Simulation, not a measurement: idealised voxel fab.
Process module in this document: voxel ribs on slabs
Section cut is 285 nm wide and gridded with 5 nm square cells.
A cross-section is a grid of square cells, given in bands from the top down. A band is one or more rows of cells. Band: top height; bottom height; in nm. Then, left to right: material with width in nm, for each material. "all across": a single material spanning edge to edge. "blank": empty space. Height is counted from the level 0, under which the received wafer is composed throughout of one material. The lowest of the bands is not closed at the bottom but continues downward, in the notation "0 and below". When a width is written as two numbers, as in "30->40", the first number is the width in the top row of cells of the band and the second is the width in its bottom row, and the width changes by the same amount from each row to the next. Step marked "no change"? Then no cell in the cross-section changed in it. "Enclosed void entries" - sealed voids, min. 8 cells, no opening to top; format: width x height at distance (distance from left edge; nm throughout). after a step's settings: what the simulator itself notes on the step. The line of a step may include "overlay nm". On a step with a mask, this value is how far to the right of its planned place the mask lay. A negative value means the mask lay to the left.

Steps planned for the process:
1) RECEIVE [material Si]
2) DIRECTIONAL_DEP [material SiO2] [thk nm 30]
3) DIRECTIONAL_DEP [material SiN] [thk nm 25]
4) DIRECTIONAL_DEP [material aC] [thk nm 10]
5) PATTERN [tone cover] [mask id RIB] [material resist] [width nm 30] [thk nm 25] [overlay nm 0]
6) DIRECTIONAL_ETCH [etch materials aC] [depth nm 10]
7) STRIP [etch materials resist]
8) DIRECTIONAL_ETCH [etch materials SiN] [depth nm 5]
9) STRIP [etch materials aC]
10) MASKED_ETCH [tone cover] [mask id SLAB] [width nm 60] [etch materials SiN] [depth nm 20] [overlay nm 0]
11) FILL_DEP [material SiO2] [thk nm 25]
12) CMP [height nm 70]
13) DIRECTIONAL_DEP [material TiN] [thk nm 10]
14) PATTERN [tone cover] [mask id HEATER] [material resist] [width nm 40] [thk nm 20] [overlay nm 0]
15) DIRECTIONAL_ETCH [etch materials TiN] [depth nm 10]
16) STRIP [etch materials resist]
17) CONFORMAL_DEP [material SiN] [thk nm 5]

Shown in cross-section is the wafer as received, that is, as it stands after step 1:
* 0 and below  Si all across
* Enclosed void entries: none

The following cross-section depicts the wafer upon conclusion of the module. Processing commenced from the starting condition illustrated above and adhered to the plan illustrated above, save for one mistake in execution:
* 85 down to 80  blank: 115  SiN: 50  blank: 120
* 80 down to 75  blank: 115  SiN: 5  TiN: 40  SiN: 5  blank: 120
* 75 down to 70  SiN: 120  TiN: 40  SiN: 125
* 70 down to 60  SiO2: 110  SiN: 60  SiO2: 115
* 60 down to 0  SiO2 all across
* 0 and below  Si all across
* Enclosed void entries: none
Plan not followed: step 2 in the plan was executed twice
